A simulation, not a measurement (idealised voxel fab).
You're looking at the process module voxel wiring stack.
In the cross-section labelled cut, the width is 290 nm and each square cell is 5 nm.
This document writes a cross-section as a grid whose cells are square, and gives it as bands, listed from the top down; one or more rows of cells form a band.
Look at the band entry: it leads with the top's height and the bottom's height in nm. Then it lists the materials left to right, with a width in nm for each. The word "full width" on a single material says that material fills the band edge to edge. The word "blank" is empty space.
A quick word on heights: they are counted from 0, and under that level the wafer as it came to us is one material throughout. The lowest band is different from the rest in having no bottom; it simply continues downward, written as in "0 -> down".
Quick explanation for "30->40": the width changes in equal steps down the rows of cells, from the first number in the band's top row to the second number in its bottom row.
A step reported as "remained unchanged" is a step in which no cell of the cross-section changed.
This entry, "Trapped voids", enumerates those empty regions of no fewer than 8 cells that possess no open connection to the top. Each region is reported in the form width x height at distance, the distance being taken from the left edge, with all three quantities expressed in nm.
Post-settings text on a step line: simulator's own remark regarding the step.
overlay nm: mask offset rightward from planned place, masked step; negative means leftward offset.
## Below is the list of planned process steps
1,RECEIVE,material Si
2,CONFORMAL_DEP,material SiO2,thk nm 15
3,DIRECTIONAL_DEP,material TiN,thk nm 5
4,DIRECTIONAL_DEP,material Ru,thk nm 25
5,PATTERN,tone cover,mask id METAL_1,material resist,width nm 30,pitch nm 50,thk nm 20,overlay nm 0
6,DIRECTIONAL_ETCH,etch materials Ru,depth nm 25
7,DIRECTIONAL_ETCH,etch materials TiN,depth nm 5
8,STRIP,etch materials resist
9,FILL_DEP,material lowk,thk nm 10
10,CMP,height nm 45
11,CONFORMAL_DEP,material SiCN,thk nm 5
12,DIRECTIONAL_DEP,material lowk,thk nm 20
13,MASKED_ETCH,tone open,mask id PLUG_1,width nm 15,pitch nm 50,etch materials lowk,depth nm 20,overlay nm 0
14,MASKED_ETCH,tone open,mask id PLUG_1,width nm 15,pitch nm 50,etch materials SiCN,depth nm 5,overlay nm 0
15,CONFORMAL_DEP,material TiN,thk nm 5
16,FILL_DEP,material Cu,thk nm 5
17,CMP,height nm 70
18,DIRECTIONAL_DEP,material TiN,thk nm 5
19,DIRECTIONAL_DEP,material Ru,thk nm 15
20,DIRECTIONAL_DEP,material aC,thk nm 15
21,PATTERN,tone cover,mask id METAL_2,material resist,width nm 30,pitch nm 50,thk nm 30,overlay nm 0
22,DIRECTIONAL_ETCH,etch materials aC,depth nm 15
23,STRIP,etch materials resist
24,DIRECTIONAL_ETCH,etch materials Ru,depth nm 15
25,DIRECTIONAL_ETCH,etch materials TiN,depth nm 5
26,STRIP,etch materials aC
27,CONFORMAL_DEP,material SiCN,thk nm 5
28,FILL_DEP,material lowk,thk nm 10
29,CMP,height nm 90
30,CONFORMAL_DEP,material SiN,thk nm 5
## First of two wafers: run as planned
## Wafer as received: cross-section following step 1
	0 -> down: Si full width
	Trapped voids: none
## After step 2: wafer cross-section
	15 -> 0: SiO2 full width
	At heights below 0, the structure remains unaltered.
## After step 3: wafer cross-section
	20 -> 15: TiN full width
	At heights below 15, the structure remains unaltered.
## After step 4: wafer cross-section
	45 -> 20: Ru full width
	At heights below 20, the structure remains unaltered.
## After step 5: wafer cross-section
	65 -> 45: blank (105)  resist (30)  blank (20)  resist (30)  blank (105)
	At heights below 45, the structure remains unaltered.
## After step 6: wafer cross-section
	65 -> 45: blank (105)  resist (30)  blank (20)  resist (30)  blank (105)
	45 -> 20: blank (105)  Ru (30)  blank (20)  Ru (30)  blank (105)
	At heights below 20, the structure remains unaltered.
## After step 7: wafer cross-section
	65 -> 45: blank (105)  resist (30)  blank (20)  resist (30)  blank (105)
	45 -> 20: blank (105)  Ru (30)  blank (20)  Ru (30)  blank (105)
	20 -> 15: blank (105)  TiN (30)  blank (20)  TiN (30)  blank (105)
	At heights below 15, the structure remains unaltered.
## After step 8: wafer cross-section
	45 -> 20: blank (105)  Ru (30)  blank (20)  Ru (30)  blank (105)
	At heights below 20, the structure remains unaltered.
## After step 9: wafer cross-section
	55 -> 45: lowk full width
	45 -> 20: lowk (105)  Ru (30)  lowk (20)  Ru (30)  lowk (105)
	20 -> 15: lowk (105)  TiN (30)  lowk (20)  TiN (30)  lowk (105)
	At heights below 15, the structure remains unaltered.
## After step 10: wafer cross-section
	45 -> 20: lowk (105)  Ru (30)  lowk (20)  Ru (30)  lowk (105)
	At heights below 20, the structure remains unaltered.
## After step 11: wafer cross-section
	50 -> 45: SiCN full width
	At heights below 45, the structure remains unaltered.
## After step 12: wafer cross-section
	70 -> 50: lowk full width
	At heights below 50, the structure remains unaltered.
## After step 13: wafer cross-section
	70 -> 50: lowk (105)  blank (15)  lowk (35)  blank (15)  lowk (120)
	At heights below 50, the structure remains unaltered.
## After step 14: wafer cross-section
	70 -> 50: lowk (105)  blank (15)  lowk (35)  blank (15)  lowk (120)
	50 -> 45: SiCN (105)  blank (15)  SiCN (35)  blank (15)  SiCN (120)
	At heights below 45, the structure remains unaltered.
## After step 15: wafer cross-section
	75 -> 70: TiN (110)  blank (5)  TiN (45)  blank (5)  TiN (125)
	70 -> 50: lowk (105)  TiN (5)  blank (5)  TiN (5)  lowk (35)  TiN (5)  blank (5)  TiN (5)  lowk (120)
	50 -> 45: SiCN (105)  TiN (15)  SiCN (35)  TiN (15)  SiCN (120)
	At heights below 45, the structure remains unaltered.
## After step 16: wafer cross-section
	80 -> 75: Cu full width
	75 -> 70: TiN (110)  Cu (5)  TiN (45)  Cu (5)  TiN (125)
	70 -> 50: lowk (105)  TiN (5)  Cu (5)  TiN (5)  lowk (35)  TiN (5)  Cu (5)  TiN (5)  lowk (120)
	At heights below 50, the structure remains unaltered.
## After step 17: wafer cross-section
	70 -> 50: lowk (105)  TiN (5)  Cu (5)  TiN (5)  lowk (35)  TiN (5)  Cu (5)  TiN (5)  lowk (120)
	At heights below 50, the structure remains unaltered.
## After step 18: wafer cross-section
	75 -> 70: TiN full width
	At heights below 70, the structure remains unaltered.
## After step 19: wafer cross-section
	90 -> 75: Ru full width
	At heights below 75, the structure remains unaltered.
## After step 20: wafer cross-section
	105 -> 90: aC full width
	At heights below 90, the structure remains unaltered.
## After step 21: wafer cross-section
	135 -> 105: blank (105)  resist (30)  blank (20)  resist (30)  blank (105)
	At heights below 105, the structure remains unaltered.
## After step 22: wafer cross-section
	120 -> 105: blank (105)  resist (30)  blank (20)  resist (30)  blank (105)
	105 -> 90: blank (105)  aC (30)  blank (20)  aC (30)  blank (105)
	At heights below 90, the structure remains unaltered.
## After step 23: wafer cross-section
	105 -> 90: blank (105)  aC (30)  blank (20)  aC (30)  blank (105)
	At heights below 90, the structure remains unaltered.
## After step 24: wafer cross-section
	105 -> 90: blank (105)  aC (30)  blank (20)  aC (30)  blank (105)
	90 -> 75: blank (105)  Ru (30)  blank (20)  Ru (30)  blank (105)
	At heights below 75, the structure remains unaltered.
## After step 25: wafer cross-section
	105 -> 90: blank (105)  aC (30)  blank (20)  aC (30)  blank (105)
	90 -> 75: blank (105)  Ru (30)  blank (20)  Ru (30)  blank (105)
	75 -> 70: blank (105)  TiN (30)  blank (20)  TiN (30)  blank (105)
	At heights below 70, the structure remains unaltered.
## After step 26: wafer cross-section
	90 -> 75: blank (105)  Ru (30)  blank (20)  Ru (30)  blank (105)
	At heights below 75, the structure remains unaltered.
## After step 27: wafer cross-section
	95 -> 90: blank (100)  SiCN (40)  blank (10)  SiCN (40)  blank (100)
	90 -> 75: blank (100)  SiCN (5)  Ru (30)  SiCN (5)  blank (10)  SiCN (5)  Ru (30)  SiCN (5)  blank (100)
	75 -> 70: SiCN (105)  TiN (30)  SiCN (20)  TiN (30)  SiCN (105)
	At heights below 70, the structure remains unaltered.
## After step 28: wafer cross-section
	105 -> 95: lowk full width
	95 -> 90: lowk (100)  SiCN (40)  lowk (10)  SiCN (40)  lowk (100)
	90 -> 75: lowk (100)  SiCN (5)  Ru (30)  SiCN (5)  lowk (10)  SiCN (5)  Ru (30)  SiCN (5)  lowk (100)
	At heights below 75, the structure remains unaltered.
## After step 29: wafer cross-section
	90 -> 75: lowk (100)  SiCN (5)  Ru (30)  SiCN (5)  lowk (10)  SiCN (5)  Ru (30)  SiCN (5)  lowk (100)
	At heights below 75, the structure remains unaltered.
## After step 30: wafer cross-section
	95 -> 90: SiN full width
	At heights below 90, the structure remains unaltered.
## Second of two: same start, same plan, one run error; steps up to and including 20 match the first
## Cross-sectional view of the second wafer at the intended end time of process step 21
	135 -> 105: blank (110)  resist (20)  blank (30)  resist (20)  blank (110)
	At heights below 105, the structure remains unaltered.
## Cross-sectional view of the second wafer at the intended end time of process step 22
	120 -> 105: blank (110)  resist (20)  blank (30)  resist (20)  blank (110)
	105 -> 90: blank (110)  aC (20)  blank (30)  aC (20)  blank (110)
	At heights below 90, the structure remains unaltered.
## Cross-sectional view of the second wafer at the intended end time of process step 23
	105 -> 90: blank (110)  aC (20)  blank (30)  aC (20)  blank (110)
	At heights below 90, the structure remains unaltered.
## Cross-sectional view of the second wafer at the intended end time of process step 24
	105 -> 90: blank (110)  aC (20)  blank (30)  aC (20)  blank (110)
	90 -> 75: blank (110)  Ru (20)  blank (30)  Ru (20)  blank (110)
	At heights below 75, the structure remains unaltered.
## Cross-sectional view of the second wafer at the intended end time of process step 25
	105 -> 90: blank (110)  aC (20)  blank (30)  aC (20)  blank (110)
	90 -> 75: blank (110)  Ru (20)  blank (30)  Ru (20)  blank (110)
	75 -> 70: blank (110)  TiN (20)  blank (30)  TiN (20)  blank (110)
	At heights below 70, the structure remains unaltered.
## Cross-sectional view of the second wafer at the intended end time of process step 26
	90 -> 75: blank (110)  Ru (20)  blank (30)  Ru (20)  blank (110)
	At heights below 75, the structure remains unaltered.
## Cross-sectional view of the second wafer at the intended end time of process step 27
	95 -> 90: blank (105)  SiCN (30)  blank (20)  SiCN (30)  blank (105)
	90 -> 75: blank (105)  SiCN (5)  Ru (20)  SiCN (5)  blank (20)  SiCN (5)  Ru (20)  SiCN (5)  blank (105)
	75 -> 70: SiCN (110)  TiN (20)  SiCN (30)  TiN (20)  SiCN (110)
	At heights below 70, the structure remains unaltered.
## Cross-sectional view of the second wafer at the intended end time of process step 28
	105 -> 95: lowk full width
	95 -> 90: lowk (105)  SiCN (30)  lowk (20)  SiCN (30)  lowk (105)
	90 -> 75: lowk (105)  SiCN (5)  Ru (20)  SiCN (5)  lowk (20)  SiCN (5)  Ru (20)  SiCN (5)  lowk (105)
	At heights below 75, the structure remains unaltered.
## Cross-sectional view of the second wafer at the intended end time of process step 29
	90 -> 75: lowk (105)  SiCN (5)  Ru (20)  SiCN (5)  lowk (20)  SiCN (5)  Ru (20)  SiCN (5)  lowk (105)
	At heights below 75, the structure remains unaltered.
## Cross-sectional view of the second wafer at the intended end time of process step 30
	95 -> 90: SiN full width
	At heights below 90, the structure remains unaltered.
Processing error: contrary to plan, step 21 was performed as PATTERN,tone cover,mask id METAL_2,material resist,width nm 20,pitch nm 50,thk nm 30,overlay nm 0
Once processing is complete, comparing cell counts shows that the second wafer has more or fewer of certain materials than the first: -12 Ru, +4 SiCN, -4 TiN, +12 lowk
